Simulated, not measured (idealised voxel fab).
The following process module bears the name voxel transistor to metal.
Square cells of 5 nm make up the cross-section cut, whose width is 185 nm.
A cross-section in this document is a grid of square cells, and it is written down as bands, the top band listed before the ones below it; a band is made up of one or more rows of cells. This entry defines a band. It first specifies the height of the band's top and the height of its bottom in nm, and then specifies the band's materials from left to right, stating each material with its width in nm. The word "all across" identifies a single material that fills the band from edge to edge, while the word "air" identifies empty space. A quick word on heights: they are counted from 0, and under that level the wafer as it came to us is one material throughout. The lowest band is different from the rest in having no bottom; it simply continues downward, written as in "0 and below". With a width like "30..40", each row of cells in the band differs from the next by the same amount, the top row carrying the first number and the bottom row the second. What does "remains unaltered" mean for a step? It means no cell of the cross-section changed in that step. This entry, "closed voids", enumerates those empty regions of no fewer than 8 cells that possess no open connection to the top. Each region is reported in the form width x height at distance, the distance being taken from the left edge, with all three quantities expressed in nm. On a step's line, text after the settings is the simulator commenting on that step. "overlay nm" answers the question of how far to the right of plan the mask lay on a step that has a mask, and when it is negative the answer is to the left.
## Listed below are the process steps as planned
1) RECEIVE [material Si]
2) CONFORMAL_DEP [material SiO2] [thk nm 5]
3) CONFORMAL_DEP [material SiN] [thk nm 10]
4) DIRECTIONAL_DEP [material aC] [thk nm 10]
5) PATTERN [tone cover] [mask id ACTIVE] [material resist] [width nm 95] [thk nm 30] [overlay nm 0]
6) DIRECTIONAL_ETCH [etch materials aC] [depth nm 10]
7) STRIP [etch materials resist]
8) DIRECTIONAL_ETCH [etch materials SiN] [depth nm 10]
9) DIRECTIONAL_ETCH [etch materials SiO2] [depth nm 5]
10) DIRECTIONAL_ETCH [etch materials Si] [depth nm 25]
11) STRIP [etch materials aC]
12) FILL_DEP [material SiO2] [thk nm 15]
13) CMP [height nm 15]
14) SELECTIVE_ETCH [etch materials SiO2] [depth nm 5]
15) STRIP [etch materials SiN]
16) SELECTIVE_ETCH [etch materials SiO2] [depth nm 5]
17) OXIDIZE [depth nm 5]
18) DIRECTIONAL_DEP [material polySi] [thk nm 25]
19) DIRECTIONAL_DEP [material SiCN] [thk nm 15]
20) MASKED_ETCH [tone cover] [mask id GATE] [width nm 25] [etch materials SiCN] [depth nm 25] [overlay nm 0]
21) MASKED_ETCH [tone cover] [mask id GATE] [width nm 25] [etch materials polySi] [depth nm 35] [overlay nm 0]
22) CONFORMAL_DEP [material SiN] [thk nm 5]
23) DIRECTIONAL_ETCH [etch materials SiN] [depth nm 5]
24) DIRECTIONAL_ETCH [etch materials SiO2] [depth nm 5]
25) EPI [material SiGe] [thk nm 5]
26) FILL_DEP [material SiO2] [thk nm 10]
27) CMP [height nm 25]
28) STRIP [etch materials polySi]
29) SELECTIVE_ETCH [etch materials SiO2] [depth nm 5]
30) CONFORMAL_DEP [material HfO2] [thk nm 5]
31) CONFORMAL_DEP [material TiN] [thk nm 5]
32) FILL_DEP [material W] [thk nm 10]
33) CMP [height nm 20]
34) DIRECTIONAL_DEP [material SiO2] [thk nm 15]
35) MASKED_ETCH [tone open] [mask id CONTACT] [width nm 15] [pitch nm 70] [etch materials SiO2] [depth nm 35] [overlay nm 0]
36) CONFORMAL_DEP [material TiN] [thk nm 5]
37) FILL_DEP [material Ru] [thk nm 5]
38) CMP [height nm 35]
39) DIRECTIONAL_DEP [material TiN] [thk nm 5]
40) DIRECTIONAL_DEP [material Ru] [thk nm 15]
41) MASKED_ETCH [tone cover] [mask id METAL_1] [width nm 15] [pitch nm 70] [etch materials Ru] [depth nm 15] [overlay nm 0]
42) MASKED_ETCH [tone cover] [mask id METAL_1] [width nm 15] [pitch nm 70] [etch materials TiN] [depth nm 5] [overlay nm 0]
43) CONFORMAL_DEP [material SiCN] [thk nm 5]
44) FILL_DEP [material lowk] [thk nm 5]
45) CMP [height nm 55]
46) CONFORMAL_DEP [material SiCN] [thk nm 5]
47) DIRECTIONAL_DEP [material lowk] [thk nm 25]
48) DIRECTIONAL_DEP [material aC] [thk nm 10]
49) PATTERN [tone open] [mask id METAL_2] [material resist] [width nm 15] [pitch nm 70] [thk nm 30] [overlay nm 0]
50) DIRECTIONAL_ETCH [etch materials aC] [depth nm 10]
51) STRIP [etch materials resist]
52) DIRECTIONAL_ETCH [etch materials lowk] [depth nm 15]
53) STRIP [etch materials aC]
54) MASKED_ETCH [tone open] [mask id METAL_2_HOLES] [width nm 15] [pitch nm 70] [etch materials lowk] [depth nm 10] [overlay nm 0]
55) MASKED_ETCH [tone open] [mask id METAL_2_HOLES] [width nm 15] [pitch nm 70] [etch materials SiCN] [depth nm 5] [overlay nm 0]
56) CONFORMAL_DEP [material TiN] [thk nm 5]
57) FILL_DEP [material Cu] [thk nm 5]
58) CMP [height nm 85]
59) CONFORMAL_DEP [material SiCN] [thk nm 5]
## Below: the first of two wafers, run as planned
## Cross-section of the wafer upon arrival, representing the state reached after step 1
0 and below | Si all across
closed voids: none
## Cross-section of the wafer after step 2
5 down to 0 | SiO2 all across
Below a height of 0, the structure has not been altered.
## Cross-section of the wafer after step 3
15 down to 5 | SiN all across
Below a height of 5, the structure has not been altered.
## Cross-section of the wafer after step 4
25 down to 15 | aC all across
Below a height of 15, the structure has not been altered.
## Cross-section of the wafer after step 5
55 down to 25 | 45 nm air  95 nm resist  45 nm air
Below a height of 25, the structure has not been altered.
## Cross-section of the wafer after step 6
45 down to 25 | 45 nm air  95 nm resist  45 nm air
25 down to 15 | 45 nm air  95 nm aC  45 nm air
Below a height of 15, the structure has not been altered.
## Cross-section of the wafer after step 7
25 down to 15 | 45 nm air  95 nm aC  45 nm air
Below a height of 15, the structure has not been altered.
## Cross-section of the wafer after step 8
25 down to 15 | 45 nm air  95 nm aC  45 nm air
15 down to 5 | 45 nm air  95 nm SiN  45 nm air
Below a height of 5, the structure has not been altered.
## Cross-section of the wafer after step 9
25 down to 15 | 45 nm air  95 nm aC  45 nm air
15 down to 5 | 45 nm air  95 nm SiN  45 nm air
5 down to 0 | 45 nm air  95 nm SiO2  45 nm air
Below a height of 0, the structure has not been altered.
## Cross-section of the wafer after step 10
25 down to 15 | 45 nm air  95 nm aC  45 nm air
15 down to 5 | 45 nm air  95 nm SiN  45 nm air
5 down to 0 | 45 nm air  95 nm SiO2  45 nm air
0 down to -25 | 45 nm air  95 nm Si  45 nm air
Below a height of -25, the structure has not been altered.
## Cross-section of the wafer after step 11
15 down to 5 | 45 nm air  95 nm SiN  45 nm air
Below a height of 5, the structure has not been altered.
## Cross-section of the wafer after step 12
30 down to 15 | SiO2 all across
15 down to 5 | 45 nm SiO2  95 nm SiN  45 nm SiO2
5 down to 0 | SiO2 all across
0 down to -25 | 45 nm SiO2  95 nm Si  45 nm SiO2
Below a height of -25, the structure has not been altered.
## Cross-section of the wafer after step 13
15 down to 5 | 45 nm SiO2  95 nm SiN  45 nm SiO2
Below a height of 5, the structure has not been altered.
## Cross-section of the wafer after step 14
15 down to 10 | 45 nm air  95 nm SiN  45 nm air
Below a height of 10, the structure has not been altered.
## Cross-section of the wafer after step 15
10 down to 5 | 45 nm SiO2  95 nm air  45 nm SiO2
Below a height of 5, the structure has not been altered.
## Cross-section of the wafer after step 16
5 down to 0 | 40 nm SiO2  105 nm air  40 nm SiO2
Below a height of 0, the structure has not been altered.
## Cross-section of the wafer after step 17
5 down to 0 | 40 nm SiO2  105 nm air  40 nm SiO2
0 down to -5 | SiO2 all across
Below a height of -5, the structure has not been altered.
## Cross-section of the wafer after step 18
30 down to 25 | 40 nm polySi  105 nm air  40 nm polySi
25 down to 5 | polySi all across
5 down to 0 | 40 nm SiO2  105 nm polySi  40 nm SiO2
Below a height of 0, the structure has not been altered.
## Cross-section of the wafer after step 19
45 down to 40 | 40 nm SiCN  105 nm air  40 nm SiCN
40 down to 30 | SiCN all across
30 down to 25 | 40 nm polySi  105 nm SiCN  40 nm polySi
Below a height of 25, the structure has not been altered.
## Cross-section of the wafer after step 20
40 down to 30 | 80 nm air  25 nm SiCN  80 nm air
30 down to 25 | 40 nm polySi  40 nm air  25 nm SiCN  40 nm air  40 nm polySi
Below a height of 25, the structure has not been altered.
## Cross-section of the wafer after step 21
40 down to 25 | 80 nm air  25 nm SiCN  80 nm air
25 down to 5 | 80 nm air  25 nm polySi  80 nm air
5 down to 0 | 40 nm SiO2  40 nm air  25 nm polySi  40 nm air  40 nm SiO2
Below a height of 0, the structure has not been altered.
## Cross-section of the wafer after step 22
45 down to 40 | 75 nm air  35 nm SiN  75 nm air
40 down to 25 | 75 nm air  5 nm SiN  25 nm SiCN  5 nm SiN  75 nm air
25 down to 10 | 75 nm air  5 nm SiN  25 nm polySi  5 nm SiN  75 nm air
10 down to 5 | 45 nm SiN  30 nm air  5 nm SiN  25 nm polySi  5 nm SiN  30 nm air  45 nm SiN
5 down to 0 | 40 nm SiO2  40 nm SiN  25 nm polySi  40 nm SiN  40 nm SiO2
Below a height of 0, the structure has not been altered.
## Cross-section of the wafer after step 23
40 down to 25 | 75 nm air  5 nm SiN  25 nm SiCN  5 nm SiN  75 nm air
25 down to 5 | 75 nm air  5 nm SiN  25 nm polySi  5 nm SiN  75 nm air
5 down to 0 | 40 nm SiO2  5 nm SiN  30 nm air  5 nm SiN  25 nm polySi  5 nm SiN  30 nm air  5 nm SiN  40 nm SiO2
Below a height of 0, the structure has not been altered.
## Cross-section of the wafer after step 24
40 down to 25 | 75 nm air  5 nm SiN  25 nm SiCN  5 nm SiN  75 nm air
25 down to 5 | 75 nm air  5 nm SiN  25 nm polySi  5 nm SiN  75 nm air
5 down to 0 | 40 nm air  5 nm SiN  30 nm air  5 nm SiN  25 nm polySi  5 nm SiN  30 nm air  5 nm SiN  40 nm air
0 down to -5 | 45 nm SiO2  30 nm air  35 nm SiO2  30 nm air  45 nm SiO2
Below a height of -5, the structure has not been altered.
## Cross-section of the wafer after step 25
40 down to 25 | 75 nm air  5 nm SiN  25 nm SiCN  5 nm SiN  75 nm air
25 down to 5 | 75 nm air  5 nm SiN  25 nm polySi  5 nm SiN  75 nm air
5 down to 0 | 40 nm air  5 nm SiN  30 nm air  5 nm SiN  25 nm polySi  5 nm SiN  30 nm air  5 nm SiN  40 nm air
0 down to -5 | 45 nm SiO2  30 nm SiGe  35 nm SiO2  30 nm SiGe  45 nm SiO2
Below a height of -5, the structure has not been altered.
## Cross-section of the wafer after step 26
50 down to 40 | SiO2 all across
40 down to 25 | 75 nm SiO2  5 nm SiN  25 nm SiCN  5 nm SiN  75 nm SiO2
25 down to 5 | 75 nm SiO2  5 nm SiN  25 nm polySi  5 nm SiN  75 nm SiO2
5 down to 0 | 40 nm SiO2  5 nm SiN  30 nm SiO2  5 nm SiN  25 nm polySi  5 nm SiN  30 nm SiO2  5 nm SiN  40 nm SiO2
Below a height of 0, the structure has not been altered.
## Cross-section of the wafer after step 27
25 down to 5 | 75 nm SiO2  5 nm SiN  25 nm polySi  5 nm SiN  75 nm SiO2
Below a height of 5, the structure has not been altered.
## Cross-section of the wafer after step 28
25 down to 5 | 75 nm SiO2  5 nm SiN  25 nm air  5 nm SiN  75 nm SiO2
5 down to 0 | 40 nm SiO2  5 nm SiN  30 nm SiO2  5 nm SiN  25 nm air  5 nm SiN  30 nm SiO2  5 nm SiN  40 nm SiO2
Below a height of 0, the structure has not been altered.
## Cross-section of the wafer after step 29
25 down to 20 | 75 nm air  5 nm SiN  25 nm air  5 nm SiN  75 nm air
20 down to 5 | 75 nm SiO2  5 nm SiN  25 nm air  5 nm SiN  75 nm SiO2
5 down to 0 | 40 nm SiO2  5 nm SiN  30 nm SiO2  5 nm SiN  25 nm air  5 nm SiN  30 nm SiO2  5 nm SiN  40 nm SiO2
0 down to -5 | 45 nm SiO2  30 nm SiGe  35 nm air  30 nm SiGe  45 nm SiO2
Below a height of -5, the structure has not been altered.
## Cross-section of the wafer after step 30
30 down to 25 | 70 nm air  15 nm HfO2  15 nm air  15 nm HfO2  70 nm air
25 down to 20 | 75 nm HfO2  5 nm SiN  5 nm HfO2  15 nm air  5 nm HfO2  5 nm SiN  75 nm HfO2
20 down to 5 | 75 nm SiO2  5 nm SiN  5 nm HfO2  15 nm air  5 nm HfO2  5 nm SiN  75 nm SiO2
5 down to 0 | 40 nm SiO2  5 nm SiN  30 nm SiO2  5 nm SiN  5 nm HfO2  15 nm air  5 nm HfO2  5 nm SiN  30 nm SiO2  5 nm SiN  40 nm SiO2
0 down to -5 | 45 nm SiO2  30 nm SiGe  35 nm HfO2  30 nm SiGe  45 nm SiO2
Below a height of -5, the structure has not been altered.
## Cross-section of the wafer after step 31
35 down to 30 | 65 nm air  25 nm TiN  5 nm air  25 nm TiN  65 nm air
30 down to 25 | 70 nm TiN  15 nm HfO2  5 nm TiN  5 nm air  5 nm TiN  15 nm HfO2  70 nm TiN
25 down to 20 | 75 nm HfO2  5 nm SiN  5 nm HfO2  5 nm TiN  5 nm air  5 nm TiN  5 nm HfO2  5 nm SiN  75 nm HfO2
20 down to 5 | 75 nm SiO2  5 nm SiN  5 nm HfO2  5 nm TiN  5 nm air  5 nm TiN  5 nm HfO2  5 nm SiN  75 nm SiO2
5 down to 0 | 40 nm SiO2  5 nm SiN  30 nm SiO2  5 nm SiN  5 nm HfO2  15 nm TiN  5 nm HfO2  5 nm SiN  30 nm SiO2  5 nm SiN  40 nm SiO2
Below a height of 0, the structure has not been altered.
## Cross-section of the wafer after step 32
45 down to 35 | W all across
35 down to 30 | 65 nm W  25 nm TiN  5 nm W  25 nm TiN  65 nm W
30 down to 25 | 70 nm TiN  15 nm HfO2  5 nm TiN  5 nm W  5 nm TiN  15 nm HfO2  70 nm TiN
25 down to 20 | 75 nm HfO2  5 nm SiN  5 nm HfO2  5 nm TiN  5 nm W  5 nm TiN  5 nm HfO2  5 nm SiN  75 nm HfO2
20 down to 5 | 75 nm SiO2  5 nm SiN  5 nm HfO2  5 nm TiN  5 nm W  5 nm TiN  5 nm HfO2  5 nm SiN  75 nm SiO2
Below a height of 5, the structure has not been altered.
## Cross-section of the wafer after step 33
20 down to 5 | 75 nm SiO2  5 nm SiN  5 nm HfO2  5 nm TiN  5 nm W  5 nm TiN  5 nm HfO2  5 nm SiN  75 nm SiO2
Below a height of 5, the structure has not been altered.
## Cross-section of the wafer after step 34
35 down to 20 | SiO2 all across
Below a height of 20, the structure has not been altered.
## Cross-section of the wafer after step 35
35 down to 20 | 50 nm SiO2  15 nm air  55 nm SiO2  15 nm air  50 nm SiO2
20 down to 5 | 50 nm SiO2  15 nm air  10 nm SiO2  5 nm SiN  5 nm HfO2  5 nm TiN  5 nm W  5 nm TiN  5 nm HfO2  5 nm SiN  10 nm SiO2  15 nm air  50 nm SiO2
5 down to 0 | 40 nm SiO2  5 nm SiN  5 nm SiO2  15 nm air  10 nm SiO2  5 nm SiN  5 nm HfO2  15 nm TiN  5 nm HfO2  5 nm SiN  10 nm SiO2  15 nm air  5 nm SiO2  5 nm SiN  40 nm SiO2
Below a height of 0, the structure has not been altered.
## Cross-section of the wafer after step 36
40 down to 35 | 55 nm TiN  5 nm air  65 nm TiN  5 nm air  55 nm TiN
35 down to 20 | 50 nm SiO2  5 nm TiN  5 nm air  5 nm TiN  55 nm SiO2  5 nm TiN  5 nm air  5 nm TiN  50 nm SiO2
20 down to 5 | 50 nm SiO2  5 nm TiN  5 nm air  5 nm TiN  10 nm SiO2  5 nm SiN  5 nm HfO2  5 nm TiN  5 nm W  5 nm TiN  5 nm HfO2  5 nm SiN  10 nm SiO2  5 nm TiN  5 nm air  5 nm TiN  50 nm SiO2
5 down to 0 | 40 nm SiO2  5 nm SiN  5 nm SiO2  15 nm TiN  10 nm SiO2  5 nm SiN  5 nm HfO2  15 nm TiN  5 nm HfO2  5 nm SiN  10 nm SiO2  15 nm TiN  5 nm SiO2  5 nm SiN  40 nm SiO2
Below a height of 0, the structure has not been altered.
## Cross-section of the wafer after step 37
45 down to 40 | Ru all across
40 down to 35 | 55 nm TiN  5 nm Ru  65 nm TiN  5 nm Ru  55 nm TiN
35 down to 20 | 50 nm SiO2  5 nm TiN  5 nm Ru  5 nm TiN  55 nm SiO2  5 nm TiN  5 nm Ru  5 nm TiN  50 nm SiO2
20 down to 5 | 50 nm SiO2  5 nm TiN  5 nm Ru  5 nm TiN  10 nm SiO2  5 nm SiN  5 nm HfO2  5 nm TiN  5 nm W  5 nm TiN  5 nm HfO2  5 nm SiN  10 nm SiO2  5 nm TiN  5 nm Ru  5 nm TiN  50 nm SiO2
Below a height of 5, the structure has not been altered.
## Cross-section of the wafer after step 38
35 down to 20 | 50 nm SiO2  5 nm TiN  5 nm Ru  5 nm TiN  55 nm SiO2  5 nm TiN  5 nm Ru  5 nm TiN  50 nm SiO2
Below a height of 20, the structure has not been altered.
## Cross-section of the wafer after step 39
40 down to 35 | TiN all across
Below a height of 35, the structure has not been altered.
## Cross-section of the wafer after step 40
55 down to 40 | Ru all across
Below a height of 40, the structure has not been altered.
## Cross-section of the wafer after step 41
55 down to 40 | 50 nm air  15 nm Ru  55 nm air  15 nm Ru  50 nm air
Below a height of 40, the structure has not been altered.
## Cross-section of the wafer after step 42
55 down to 40 | 50 nm air  15 nm Ru  55 nm air  15 nm Ru  50 nm air
40 down to 35 | 50 nm air  15 nm TiN  55 nm air  15 nm TiN  50 nm air
Below a height of 35, the structure has not been altered.
## Cross-section of the wafer after step 43
60 down to 55 | 45 nm air  25 nm SiCN  45 nm air  25 nm SiCN  45 nm air
55 down to 40 | 45 nm air  5 nm SiCN  15 nm Ru  5 nm SiCN  45 nm air  5 nm SiCN  15 nm Ru  5 nm SiCN  45 nm air
40 down to 35 | 50 nm SiCN  15 nm TiN  55 nm SiCN  15 nm TiN  50 nm SiCN
Below a height of 35, the structure has not been altered.
## Cross-section of the wafer after step 44
65 down to 60 | lowk all across
60 down to 55 | 45 nm lowk  25 nm SiCN  45 nm lowk  25 nm SiCN  45 nm lowk
55 down to 40 | 45 nm lowk  5 nm SiCN  15 nm Ru  5 nm SiCN  45 nm lowk  5 nm SiCN  15 nm Ru  5 nm SiCN  45 nm lowk
Below a height of 40, the structure has not been altered.
## Cross-section of the wafer after step 45
55 down to 40 | 45 nm lowk  5 nm SiCN  15 nm Ru  5 nm SiCN  45 nm lowk  5 nm SiCN  15 nm Ru  5 nm SiCN  45 nm lowk
Below a height of 40, the structure has not been altered.
## Cross-section of the wafer after step 46
60 down to 55 | SiCN all across
Below a height of 55, the structure has not been altered.
## Cross-section of the wafer after step 47
85 down to 60 | lowk all across
Below a height of 60, the structure has not been altered.
## Cross-section of the wafer after step 48
95 down to 85 | aC all across
Below a height of 85, the structure has not been altered.
## Cross-section of the wafer after step 49
125 down to 95 | 50 nm resist  15 nm air  55 nm resist  15 nm air  50 nm resist
Below a height of 95, the structure has not been altered.
## Cross-section of the wafer after step 50
115 down to 95 | 50 nm resist  15 nm air  55 nm resist  15 nm air  50 nm resist
95 down to 85 | 50 nm aC  15 nm air  55 nm aC  15 nm air  50 nm aC
Below a height of 85, the structure has not been altered.
## Cross-section of the wafer after step 51
95 down to 85 | 50 nm aC  15 nm air  55 nm aC  15 nm air  50 nm aC
Below a height of 85, the structure has not been altered.
## Cross-section of the wafer after step 52
95 down to 85 | 50 nm aC  15 nm air  55 nm aC  15 nm air  50 nm aC
85 down to 70 | 50 nm lowk  15 nm air  55 nm lowk  15 nm air  50 nm lowk
Below a height of 70, the structure has not been altered.
## Cross-section of the wafer after step 53
85 down to 70 | 50 nm lowk  15 nm air  55 nm lowk  15 nm air  50 nm lowk
Below a height of 70, the structure has not been altered.
## Cross-section of the wafer after step 54
85 down to 60 | 50 nm lowk  15 nm air  55 nm lowk  15 nm air  50 nm lowk
Below a height of 60, the structure has not been altered.
## Cross-section of the wafer after step 55
85 down to 60 | 50 nm lowk  15 nm air  55 nm lowk  15 nm air  50 nm lowk
60 down to 55 | 50 nm SiCN  15 nm air  55 nm SiCN  15 nm air  50 nm SiCN
Below a height of 55, the structure has not been altered.
## Cross-section of the wafer after step 56
90 down to 85 | 55 nm TiN  5 nm air  65 nm TiN  5 nm air  55 nm TiN
85 down to 60 | 50 nm lowk  5 nm TiN  5 nm air  5 nm TiN  55 nm lowk  5 nm TiN  5 nm air  5 nm TiN  50 nm lowk
60 down to 55 | 50 nm SiCN  15 nm TiN  55 nm SiCN  15 nm TiN  50 nm SiCN
Below a height of 55, the structure has not been altered.
## Cross-section of the wafer after step 57
95 down to 90 | Cu all across
90 down to 85 | 55 nm TiN  5 nm Cu  65 nm TiN  5 nm Cu  55 nm TiN
85 down to 60 | 50 nm lowk  5 nm TiN  5 nm Cu  5 nm TiN  55 nm lowk  5 nm TiN  5 nm Cu  5 nm TiN  50 nm lowk
Below a height of 60, the structure has not been altered.
## Cross-section of the wafer after step 58
85 down to 60 | 50 nm lowk  5 nm TiN  5 nm Cu  5 nm TiN  55 nm lowk  5 nm TiN  5 nm Cu  5 nm TiN  50 nm lowk
Below a height of 60, the structure has not been altered.
## Cross-section of the wafer after step 59
90 down to 85 | SiCN all across
Below a height of 85, the structure has not been altered.
## Here the second wafer is described. Its start and its plan were those of the first wafer. Its run contained one mistake. Up to and including step 32, it did exactly what the first wafer did
Cross-section of the second wafer when, according to plan, step 33 should have finished: remains unaltered
## Cross-section of the second wafer when, according to plan, step 34 should have finished
60 down to 45 | SiO2 all across
Below a height of 45, the structure has not been altered.
## Cross-section of the second wafer when, according to plan, step 35 should have finished
60 down to 45 | 50 nm SiO2  15 nm air  55 nm SiO2  15 nm air  50 nm SiO2
Below a height of 45, the structure has not been altered.
## Cross-section of the second wafer when, according to plan, step 36 should have finished
65 down to 60 | 55 nm TiN  5 nm air  65 nm TiN  5 nm air  55 nm TiN
60 down to 50 | 50 nm SiO2  5 nm TiN  5 nm air  5 nm TiN  55 nm SiO2  5 nm TiN  5 nm air  5 nm TiN  50 nm SiO2
50 down to 45 | 50 nm SiO2  15 nm TiN  55 nm SiO2  15 nm TiN  50 nm SiO2
Below a height of 45, the structure has not been altered.
## Cross-section of the second wafer when, according to plan, step 37 should have finished
70 down to 65 | Ru all across
65 down to 60 | 55 nm TiN  5 nm Ru  65 nm TiN  5 nm Ru  55 nm TiN
60 down to 50 | 50 nm SiO2  5 nm TiN  5 nm Ru  5 nm TiN  55 nm SiO2  5 nm TiN  5 nm Ru  5 nm TiN  50 nm SiO2
Below a height of 50, the structure has not been altered.
## Cross-section of the second wafer when, according to plan, step 38 should have finished
35 down to 30 | 65 nm W  25 nm TiN  5 nm W  25 nm TiN  65 nm W
Below a height of 30, the structure has not been altered.
## Cross-section of the second wafer when, according to plan, step 39 should have finished
40 down to 35 | TiN all across
Below a height of 35, the structure has not been altered.
## Cross-section of the second wafer when, according to plan, step 40 should have finished
55 down to 40 | Ru all across
Below a height of 40, the structure has not been altered.
## Cross-section of the second wafer when, according to plan, step 41 should have finished
55 down to 40 | 50 nm air  15 nm Ru  55 nm air  15 nm Ru  50 nm air
Below a height of 40, the structure has not been altered.
## Cross-section of the second wafer when, according to plan, step 42 should have finished
55 down to 40 | 50 nm air  15 nm Ru  55 nm air  15 nm Ru  50 nm air
40 down to 35 | 50 nm air  15 nm TiN  55 nm air  15 nm TiN  50 nm air
Below a height of 35, the structure has not been altered.
## Cross-section of the second wafer when, according to plan, step 43 should have finished
60 down to 55 | 45 nm air  25 nm SiCN  45 nm air  25 nm SiCN  45 nm air
55 down to 40 | 45 nm air  5 nm SiCN  15 nm Ru  5 nm SiCN  45 nm air  5 nm SiCN  15 nm Ru  5 nm SiCN  45 nm air
40 down to 35 | 50 nm SiCN  15 nm TiN  55 nm SiCN  15 nm TiN  50 nm SiCN
Below a height of 35, the structure has not been altered.
## Cross-section of the second wafer when, according to plan, step 44 should have finished
65 down to 60 | lowk all across
60 down to 55 | 45 nm lowk  25 nm SiCN  45 nm lowk  25 nm SiCN  45 nm lowk
55 down to 40 | 45 nm lowk  5 nm SiCN  15 nm Ru  5 nm SiCN  45 nm lowk  5 nm SiCN  15 nm Ru  5 nm SiCN  45 nm lowk
Below a height of 40, the structure has not been altered.
## Cross-section of the second wafer when, according to plan, step 45 should have finished
55 down to 40 | 45 nm lowk  5 nm SiCN  15 nm Ru  5 nm SiCN  45 nm lowk  5 nm SiCN  15 nm Ru  5 nm SiCN  45 nm lowk
Below a height of 40, the structure has not been altered.
## Cross-section of the second wafer when, according to plan, step 46 should have finished
60 down to 55 | SiCN all across
Below a height of 55, the structure has not been altered.
## Cross-section of the second wafer when, according to plan, step 47 should have finished
85 down to 60 | lowk all across
Below a height of 60, the structure has not been altered.
## Cross-section of the second wafer when, according to plan, step 48 should have finished
95 down to 85 | aC all across
Below a height of 85, the structure has not been altered.
## Cross-section of the second wafer when, according to plan, step 49 should have finished
125 down to 95 | 50 nm resist  15 nm air  55 nm resist  15 nm air  50 nm resist
Below a height of 95, the structure has not been altered.
## Cross-section of the second wafer when, according to plan, step 50 should have finished
115 down to 95 | 50 nm resist  15 nm air  55 nm resist  15 nm air  50 nm resist
95 down to 85 | 50 nm aC  15 nm air  55 nm aC  15 nm air  50 nm aC
Below a height of 85, the structure has not been altered.
## Cross-section of the second wafer when, according to plan, step 51 should have finished
95 down to 85 | 50 nm aC  15 nm air  55 nm aC  15 nm air  50 nm aC
Below a height of 85, the structure has not been altered.
## Cross-section of the second wafer when, according to plan, step 52 should have finished
95 down to 85 | 50 nm aC  15 nm air  55 nm aC  15 nm air  50 nm aC
85 down to 70 | 50 nm lowk  15 nm air  55 nm lowk  15 nm air  50 nm lowk
Below a height of 70, the structure has not been altered.
## Cross-section of the second wafer when, according to plan, step 53 should have finished
85 down to 70 | 50 nm lowk  15 nm air  55 nm lowk  15 nm air  50 nm lowk
Below a height of 70, the structure has not been altered.
## Cross-section of the second wafer when, according to plan, step 54 should have finished
85 down to 60 | 50 nm lowk  15 nm air  55 nm lowk  15 nm air  50 nm lowk
Below a height of 60, the structure has not been altered.
## Cross-section of the second wafer when, according to plan, step 55 should have finished
85 down to 60 | 50 nm lowk  15 nm air  55 nm lowk  15 nm air  50 nm lowk
60 down to 55 | 50 nm SiCN  15 nm air  55 nm SiCN  15 nm air  50 nm SiCN
Below a height of 55, the structure has not been altered.
## Cross-section of the second wafer when, according to plan, step 56 should have finished
90 down to 85 | 55 nm TiN  5 nm air  65 nm TiN  5 nm air  55 nm TiN
85 down to 60 | 50 nm lowk  5 nm TiN  5 nm air  5 nm TiN  55 nm lowk  5 nm TiN  5 nm air  5 nm TiN  50 nm lowk
60 down to 55 | 50 nm SiCN  15 nm TiN  55 nm SiCN  15 nm TiN  50 nm SiCN
Below a height of 55, the structure has not been altered.
## Cross-section of the second wafer when, according to plan, step 57 should have finished
95 down to 90 | Cu all across
90 down to 85 | 55 nm TiN  5 nm Cu  65 nm TiN  5 nm Cu  55 nm TiN
85 down to 60 | 50 nm lowk  5 nm TiN  5 nm Cu  5 nm TiN  55 nm lowk  5 nm TiN  5 nm Cu  5 nm TiN  50 nm lowk
Below a height of 60, the structure has not been altered.
## Cross-section of the second wafer when, according to plan, step 58 should have finished
85 down to 60 | 50 nm lowk  5 nm TiN  5 nm Cu  5 nm TiN  55 nm lowk  5 nm TiN  5 nm Cu  5 nm TiN  50 nm lowk
Below a height of 60, the structure has not been altered.
## Cross-section of the second wafer when, according to plan, step 59 should have finished
90 down to 85 | SiCN all across
Below a height of 85, the structure has not been altered.
Finding, execution versus plan: step 33 of the plan was omitted and not executed
Cell-count delta at end, second wafer over first, by material: 38 more of HfO2; 12 fewer of Ru; 2 more of SiN; 69 fewer of SiO2; 12 more of TiN; 29 more of W
